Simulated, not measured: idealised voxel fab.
Process module under the name voxel self aligned vias
190 nm wide, 5 nm square cells: that's cross-section cut.
Cross-sections here: square-cell grids, written as top-down lists of bands, a band being one or more rows of cells. Band: top height; bottom height; in nm. Then, left to right: material with width in nm, for each material. "edge to edge": a single material spanning edge to edge. "air": empty space. For the purposes of this specification, 0 denotes the height below which the wafer in its as-received condition is composed wholly of one material, and the lowermost band, lacking a lower limit, extends downward without end, as expressed in "0..down". Per-row width for "30 to 40": begins at first number (top row of band), ends at second number (bottom row), increment between rows held constant. The designation "remains unaltered", where it is given for a processing step, indicates that no cell of the cross-section was altered in the course of that step. Reported under the label "Voids, sealed" are the empty spaces having no open way to the top and comprising 8 cells or more; the notation for each is width x height at distance, in which the distance is measured from the left edge and all three values are in nm. Formally, on a step line, whatever follows the settings is a remark that the simulator itself makes on the step. A step's line can hold "overlay nm"; with a mask on that step, the setting says how far right of the planned place the mask lay, while a negative setting says it lay to the left.
STEPS PLANNED FOR THE PROCESS
1) op RECEIVE | material Si
2) op CONFORMAL_DEP | material SiO2 | thk nm 15
3) op CONFORMAL_DEP | material SiCN | thk nm 5
4) op DIRECTIONAL_DEP | material SiO2 | thk nm 30
5) op DIRECTIONAL_DEP | material aC | thk nm 10
6) op PATTERN | tone open | mask id LINES | material resist | width nm 25 | pitch nm 75 | thk nm 30 | overlay nm 0
7) op DIRECTIONAL_ETCH | etch materials aC | depth nm 10
8) op STRIP | etch materials resist
9) op DIRECTIONAL_ETCH | etch materials SiO2 | depth nm 30
10) op STRIP | etch materials aC
11) op CONFORMAL_DEP | material TiN | thk nm 5
12) op FILL_DEP | material W | thk nm 10
13) op CMP | height nm 50
14) op SELECTIVE_ETCH | etch materials W Ru TiN | depth nm 5
15) op FILL_DEP | material SiN | thk nm 5
16) op CMP | height nm 50
17) op DIRECTIONAL_DEP | material SiO2 | thk nm 20
18) op MASKED_ETCH | tone open | mask id VIAS | width nm 45 | pitch nm 75 | etch materials SiO2 | depth nm 20 | overlay nm 0
19) op MASKED_ETCH | tone open | mask id VIAS | width nm 45 | pitch nm 75 | etch materials SiN | depth nm 5 | overlay nm 0
20) op CONFORMAL_DEP | material TiN | thk nm 5
21) op FILL_DEP | material W | thk nm 5
22) op CMP | height nm 70
23) op CONFORMAL_DEP | material SiCN | thk nm 5
WAFER AT RECEIPT (POST STEP 1), CROSS-SECTION
> 0..down = Si edge to edge
> Voids, sealed: none
SAME STARTING WAFER, SAME PLAN AS ABOVE, ONE MISTAKE IN THE EXECUTION; THIS IS THE CROSS-SECTION AT THE END OF THE MODULE
> 75..70 = SiCN edge to edge
> 70..55 = W: 30; TiN: 5; SiO2: 45; TiN: 5; W: 20; TiN: 5; SiO2: 45; TiN: 5; W: 30
> 55..50 = TiN: 35; SiO2: 45; TiN: 30; SiO2: 45; TiN: 35
> 50..45 = SiO2: 45; SiN: 25; SiO2: 50; SiN: 25; SiO2: 45
> 45..25 = SiO2: 45; TiN: 5; W: 15; TiN: 5; SiO2: 50; TiN: 5; W: 15; TiN: 5; SiO2: 45
> 25..20 = SiO2: 45; TiN: 25; SiO2: 50; TiN: 25; SiO2: 45
> 20..15 = SiCN edge to edge
> 15..0 = SiO2 edge to edge
> 0..down = Si edge to edge
> Voids, sealed: none
What was done differently from what was planned? contrary to plan, step 18 was performed as op MASKED_ETCH | tone cover | mask id VIAS | width nm 45 | pitch nm 75 | etch materials SiO2 | depth nm 20 | overlay nm 0
